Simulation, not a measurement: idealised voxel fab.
Process module name: voxel lift off
Xsec cut, 250 nm wide, square cell size 5 nm.
This document writes a cross-section as a grid whose cells are square, and gives it as bands, listed from the top down; one or more rows of cells form a band.
A band entry consists of two parts. The first gives the height of the band's top and the height of its bottom, in nm. The rest lists the band's materials from left to right, each with its width in nm. A single material labelled with the word "edge to edge" fills the band from edge to edge, and the word "air" marks empty space.
Where do heights start? At 0: under that level the wafer as delivered is made of one material only. And the lowest band has no floor; it just carries on downward, as in "0 and below".
The expression "30..40" gives the width at the extremes of the band, the first number at its top row of cells and the second at its bottom row, with the width changing by equal amounts from each row to the next in between.
"all unchanged", as given for a step, is the statement that not any cell of the cross-section underwent a change during that step.
"Fully sealed cavities": empty spaces of 8 cells or more with no open way to the top, each given as width x height at distance, distance from the left edge, all in nm.
Anything after a step's settings on that line? It's the simulator's own note about the step.
overlay nm: mask right of planned place by this much (step with mask). Neg. = left.

### Steps in the process plan
- 1: RECEIVE [material Si]
- 2: CONFORMAL_DEP [material Al2O3] [thk nm 10]
- 3: PATTERN [tone open] [mask id LINES] [material resist] [width nm 15] [pitch nm 35] [thk nm 20] [overlay nm 0]
- 4: DIRECTIONAL_DEP [material Ru] [thk nm 10]
- 5: STRIP [etch materials resist]
- 6: CONFORMAL_DEP [material SiN] [thk nm 5]

### The first of a set of two wafers, run to plan

### This is the cross-section of the wafer as we received it, i.e. after step 1
  0 and below: Si edge to edge
  Fully sealed cavities: none

### State of the wafer after step 2, shown in cross-section
  10 down to 0: Al2O3 edge to edge
  Below 0, no change.

### State of the wafer after step 3, shown in cross-section
  30 down to 10: 100 of resist; 15 of air; 20 of resist; 15 of air; 100 of resist
  Below 10, no change.

### State of the wafer after step 4, shown in cross-section
  40 down to 30: 100 of Ru; 15 of air; 20 of Ru; 15 of air; 100 of Ru
  30 down to 20: 100 of resist; 15 of air; 20 of resist; 15 of air; 100 of resist
  20 down to 10: 100 of resist; 15 of Ru; 20 of resist; 15 of Ru; 100 of resist
  Below 10, no change.

### State of the wafer after step 5, shown in cross-section
  20 down to 10: 100 of air; 15 of Ru; 20 of air; 15 of Ru; 100 of air
  Below 10, no change.

### State of the wafer after step 6, shown in cross-section
  25 down to 20: 95 of air; 25 of SiN; 10 of air; 25 of SiN; 95 of air
  20 down to 15: 95 of air; 5 of SiN; 15 of Ru; 5 of SiN; 10 of air; 5 of SiN; 15 of Ru; 5 of SiN; 95 of air
  15 down to 10: 100 of SiN; 15 of Ru; 20 of SiN; 15 of Ru; 100 of SiN
  Below 10, no change.

### Second wafer - shared start and plan with the first - one error in running - same as the first up to step 2 inclusive

### Second wafer, sectioned view, at step 3's planned end time
  30 down to 10: 100 of resist; 20 of air; 15 of resist; 20 of air; 95 of resist
  Below 10, no change.

### Second wafer, sectioned view, at step 4's planned end time
  40 down to 30: 100 of Ru; 20 of air; 15 of Ru; 20 of air; 95 of Ru
  30 down to 20: 100 of resist; 20 of air; 15 of resist; 20 of air; 95 of resist
  20 down to 10: 100 of resist; 20 of Ru; 15 of resist; 20 of Ru; 95 of resist
  Below 10, no change.

### Second wafer, sectioned view, at step 5's planned end time
  20 down to 10: 100 of air; 20 of Ru; 15 of air; 20 of Ru; 95 of air
  Below 10, no change.

### Second wafer, sectioned view, at step 6's planned end time
  25 down to 20: 95 of air; 30 of SiN; 5 of air; 30 of SiN; 90 of air
  20 down to 15: 95 of air; 5 of SiN; 20 of Ru; 5 of SiN; 5 of air; 5 of SiN; 20 of Ru; 5 of SiN; 90 of air
  15 down to 10: 100 of SiN; 20 of Ru; 15 of SiN; 20 of Ru; 95 of SiN
  Below 10, no change.
Nonconformance to the process plan: not per plan at step 3, really ran PATTERN [tone open] [mask id LINES] [material resist] [width nm 20] [pitch nm 35] [thk nm 20] [overlay nm 0]
Once processing is complete, comparing cell counts shows that the second wafer has more or fewer of certain materials than the first: 4 more of Ru
